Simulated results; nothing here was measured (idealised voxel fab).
The process module presented herein is designated voxel gate over fins.
In the cross-section labelled cut, the width is 180 nm and each square cell is 5 nm.
Format of a cross-section: grid, square cells. Given as bands. Order: top down. Band: one or more rows of cells.
Within each band entry, the heights of the top and of the bottom of the band appear first, in that order and in nm; the materials of the band then follow from left to right, each with its corresponding width in nm. The designation "all across" on a single material indicates that it fills the band from edge to edge; the designation "air" indicates empty space.
Heights are expressed relative to 0, this being the level below which the as-received wafer comprises one material exclusively. The lowest band is unbounded in the downward direction and is denoted as in "0 -> down".
When a width is written as two numbers, as in "30->40", the first number is the width in the top row of cells of the band and the second is the width in its bottom row, and the width changes by the same amount from each row to the next.
You'll sometimes find "nothing altered" written for a step, and that's the way of saying that nowhere in the cross-section did a cell change during that step.
The entry "Sealed cavities" lists the empty spaces that cover at least 8 cells and have no open path to the top. Each is written as width x height at distance, where the distance is measured from the left edge and all three values are in nm.
Past the settings on a step's line: simulator remark, on that step.
overlay nm: step with mask; distance mask lay right of planned place; negative value = left of planned place.
[The steps planned for the process are as follows]
- 1: RECEIVE with material Si
- 2: CONFORMAL_DEP with material SiN, thk nm 5
- 3: DIRECTIONAL_DEP with material aC, thk nm 15
- 4: PATTERN with tone cover, mask id FINS, material resist, width nm 15, pitch nm 40, thk nm 35, overlay nm 0
- 5: DIRECTIONAL_ETCH with etch materials aC, depth nm 15
- 6: STRIP with etch materials resist
- 7: DIRECTIONAL_ETCH with etch materials SiN, depth nm 5
- 8: DIRECTIONAL_ETCH with etch materials Si, depth nm 30
- 9: STRIP with etch materials aC
- 10: FILL_DEP with material SiO2, thk nm 10
- 11: CMP with height nm 5
- 12: SELECTIVE_ETCH with etch materials SiO2, depth nm 15
- 13: STRIP with etch materials SiN
- 14: CONFORMAL_DEP with material HfO2, thk nm 5
- 15: CONFORMAL_DEP with material TiN, thk nm 5
- 16: FILL_DEP with material W, thk nm 10
- 17: CMP with height nm 15
- 18: CONFORMAL_DEP with material SiCN, thk nm 5
[The first of a set of two wafers, run to plan]
[As-received wafer cross-section (after step 1)]
> 0 -> down | Si all across
> Sealed cavities: none
[Wafer xsec, post step 2]
> 5 -> 0 | SiN all across
> All layers under 0 are left as they were.
[Wafer xsec, post step 3]
> 20 -> 5 | aC all across
> All layers under 5 are left as they were.
[Wafer xsec, post step 4]
> 55 -> 20 | air 20 / resist 15 / air 25 / resist 15 / air 25 / resist 15 / air 25 / resist 15 / air 25
> All layers under 20 are left as they were.
[Wafer xsec, post step 5]
> 40 -> 20 | air 20 / resist 15 / air 25 / resist 15 / air 25 / resist 15 / air 25 / resist 15 / air 25
> 20 -> 5 | air 20 / aC 15 / air 25 / aC 15 / air 25 / aC 15 / air 25 / aC 15 / air 25
> All layers under 5 are left as they were.
[Wafer xsec, post step 6]
> 20 -> 5 | air 20 / aC 15 / air 25 / aC 15 / air 25 / aC 15 / air 25 / aC 15 / air 25
> All layers under 5 are left as they were.
[Wafer xsec, post step 7]
> 20 -> 5 | air 20 / aC 15 / air 25 / aC 15 / air 25 / aC 15 / air 25 / aC 15 / air 25
> 5 -> 0 | air 20 / SiN 15 / air 25 / SiN 15 / air 25 / SiN 15 / air 25 / SiN 15 / air 25
> All layers under 0 are left as they were.
[Wafer xsec, post step 8]
> 20 -> 5 | air 20 / aC 15 / air 25 / aC 15 / air 25 / aC 15 / air 25 / aC 15 / air 25
> 5 -> 0 | air 20 / SiN 15 / air 25 / SiN 15 / air 25 / SiN 15 / air 25 / SiN 15 / air 25
> 0 -> -30 | air 20 / Si 15 / air 25 / Si 15 / air 25 / Si 15 / air 25 / Si 15 / air 25
> All layers under -30 are left as they were.
[Wafer xsec, post step 9]
> 5 -> 0 | air 20 / SiN 15 / air 25 / SiN 15 / air 25 / SiN 15 / air 25 / SiN 15 / air 25
> All layers under 0 are left as they were.
[Wafer xsec, post step 10]
> 15 -> 5 | SiO2 all across
> 5 -> 0 | SiO2 20 / SiN 15 / SiO2 25 / SiN 15 / SiO2 25 / SiN 15 / SiO2 25 / SiN 15 / SiO2 25
> 0 -> -30 | SiO2 20 / Si 15 / SiO2 25 / Si 15 / SiO2 25 / Si 15 / SiO2 25 / Si 15 / SiO2 25
> All layers under -30 are left as they were.
[Wafer xsec, post step 11]
> 5 -> 0 | SiO2 20 / SiN 15 / SiO2 25 / SiN 15 / SiO2 25 / SiN 15 / SiO2 25 / SiN 15 / SiO2 25
> All layers under 0 are left as they were.
[Wafer xsec, post step 12]
> 5 -> 0 | air 20 / SiN 15 / air 25 / SiN 15 / air 25 / SiN 15 / air 25 / SiN 15 / air 25
> 0 -> -10 | air 20 / Si 15 / air 25 / Si 15 / air 25 / Si 15 / air 25 / Si 15 / air 25
> All layers under -10 are left as they were.
[Wafer xsec, post step 13]
> 0 -> -10 | air 20 / Si 15 / air 25 / Si 15 / air 25 / Si 15 / air 25 / Si 15 / air 25
> All layers under -10 are left as they were.
[Wafer xsec, post step 14]
> 5 -> 0 | air 15 / HfO2 25 / air 15 / HfO2 25 / air 15 / HfO2 25 / air 15 / HfO2 25 / air 20
> 0 -> -5 | air 15 / HfO2 5 / Si 15 / HfO2 5 / air 15 / HfO2 5 / Si 15 / HfO2 5 / air 15 / HfO2 5 / Si 15 / HfO2 5 / air 15 / HfO2 5 / Si 15 / HfO2 5 / air 20
> -5 -> -10 | HfO2 20 / Si 15 / HfO2 25 / Si 15 / HfO2 25 / Si 15 / HfO2 25 / Si 15 / HfO2 25
> All layers under -10 are left as they were.
[Wafer xsec, post step 15]
> 10 -> 5 | air 10 / TiN 35 / air 5 / TiN 35 / air 5 / TiN 35 / air 5 / TiN 35 / air 15
> 5 -> 0 | air 10 / TiN 5 / HfO2 25 / TiN 5 / air 5 / TiN 5 / HfO2 25 / TiN 5 / air 5 / TiN 5 / HfO2 25 / TiN 5 / air 5 / TiN 5 / HfO2 25 / TiN 5 / air 15
> 0 -> -5 | TiN 15 / HfO2 5 / Si 15 / HfO2 5 / TiN 15 / HfO2 5 / Si 15 / HfO2 5 / TiN 15 / HfO2 5 / Si 15 / HfO2 5 / TiN 15 / HfO2 5 / Si 15 / HfO2 5 / TiN 20
> All layers under -5 are left as they were.
[Wafer xsec, post step 16]
> 20 -> 10 | W all across
> 10 -> 5 | W 10 / TiN 35 / W 5 / TiN 35 / W 5 / TiN 35 / W 5 / TiN 35 / W 15
> 5 -> 0 | W 10 / TiN 5 / HfO2 25 / TiN 5 / W 5 / TiN 5 / HfO2 25 / TiN 5 / W 5 / TiN 5 / HfO2 25 / TiN 5 / W 5 / TiN 5 / HfO2 25 / TiN 5 / W 15
> All layers under 0 are left as they were.
[Wafer xsec, post step 17]
> 15 -> 10 | W all across
> All layers under 10 are left as they were.
[Wafer xsec, post step 18]
> 20 -> 15 | SiCN all across
> All layers under 15 are left as they were.
[Companion wafer, the second of two: same beginning, same intended sequence, one mistake in carrying it out; through step 11 inclusive it tracks the first exactly]
[Second wafer cross-section, taken as of the time the plan sets for step 12 to be done]
> 5 -> 0 | SiO2 20 / air 15 / SiO2 25 / air 15 / SiO2 25 / air 15 / SiO2 25 / air 15 / SiO2 25
> All layers under 0 are left as they were.
[Second wafer cross-section, taken as of the time the plan sets for step 13 to be done]
> 0 -> -10 | air 20 / Si 15 / air 25 / Si 15 / air 25 / Si 15 / air 25 / Si 15 / air 25
> -10 -> -15 | SiO2 5 / air 15 / Si 15 / air 25 / Si 15 / air 25 / Si 15 / air 25 / Si 15 / air 15 / SiO2 10
> All layers under -15 are left as they were.
[Second wafer cross-section, taken as of the time the plan sets for step 14 to be done]
> 5 -> 0 | air 15 / HfO2 25 / air 15 / HfO2 25 / air 15 / HfO2 25 / air 15 / HfO2 25 / air 20
> 0 -> -5 | air 15 / HfO2 5 / Si 15 / HfO2 5 / air 15 / HfO2 5 / Si 15 / HfO2 5 / air 15 / HfO2 5 / Si 15 / HfO2 5 / air 15 / HfO2 5 / Si 15 / HfO2 5 / air 20
> -5 -> -10 | HfO2 10 / air 5 / HfO2 5 / Si 15 / HfO2 5 / air 15 / HfO2 5 / Si 15 / HfO2 5 / air 15 / HfO2 5 / Si 15 / HfO2 5 / air 15 / HfO2 5 / Si 15 / HfO2 5 / air 5 / HfO2 15
> -10 -> -15 | SiO2 5 / HfO2 15 / Si 15 / HfO2 25 / Si 15 / HfO2 25 / Si 15 / HfO2 25 / Si 15 / HfO2 15 / SiO2 10
> All layers under -15 are left as they were.
[Second wafer cross-section, taken as of the time the plan sets for step 15 to be done]
> 10 -> 5 | air 10 / TiN 35 / air 5 / TiN 35 / air 5 / TiN 35 / air 5 / TiN 35 / air 15
> 5 -> 0 | air 10 / TiN 5 / HfO2 25 / TiN 5 / air 5 / TiN 5 / HfO2 25 / TiN 5 / air 5 / TiN 5 / HfO2 25 / TiN 5 / air 5 / TiN 5 / HfO2 25 / TiN 5 / air 15
> 0 -> -5 | TiN 15 / HfO2 5 / Si 15 / HfO2 5 / TiN 5 / air 5 / TiN 5 / HfO2 5 / Si 15 / HfO2 5 / TiN 5 / air 5 / TiN 5 / HfO2 5 / Si 15 / HfO2 5 / TiN 5 / air 5 / TiN 5 / HfO2 5 / Si 15 / HfO2 5 / TiN 20
> -5 -> -10 | HfO2 10 / TiN 5 / HfO2 5 / Si 15 / HfO2 5 / TiN 15 / HfO2 5 / Si 15 / HfO2 5 / TiN 15 / HfO2 5 / Si 15 / HfO2 5 / TiN 15 / HfO2 5 / Si 15 / HfO2 5 / TiN 5 / HfO2 15
> All layers under -10 are left as they were.
[Second wafer cross-section, taken as of the time the plan sets for step 16 to be done]
> 20 -> 10 | W all across
> 10 -> 5 | W 10 / TiN 35 / W 5 / TiN 35 / W 5 / TiN 35 / W 5 / TiN 35 / W 15
> 5 -> 0 | W 10 / TiN 5 / HfO2 25 / TiN 5 / W 5 / TiN 5 / HfO2 25 / TiN 5 / W 5 / TiN 5 / HfO2 25 / TiN 5 / W 5 / TiN 5 / HfO2 25 / TiN 5 / W 15
> 0 -> -5 | TiN 15 / HfO2 5 / Si 15 / HfO2 5 / TiN 5 / W 5 / TiN 5 / HfO2 5 / Si 15 / HfO2 5 / TiN 5 / W 5 / TiN 5 / HfO2 5 / Si 15 / HfO2 5 / TiN 5 / W 5 / TiN 5 / HfO2 5 / Si 15 / HfO2 5 / TiN 20
> All layers under -5 are left as they were.
[Second wafer cross-section, taken as of the time the plan sets for step 17 to be done]
> 15 -> 10 | W all across
> All layers under 10 are left as they were.
[Second wafer cross-section, taken as of the time the plan sets for step 18 to be done]
> 20 -> 15 | SiCN all across
> All layers under 15 are left as they were.
Against the plan, the run slipped here: step 12 ran in the slot meant for step 13, and vice versa
Wafer comparison, final, in cells, second relative to first, materials more or fewer: HfO2 +10; SiO2 -21; TiN +8; W +3
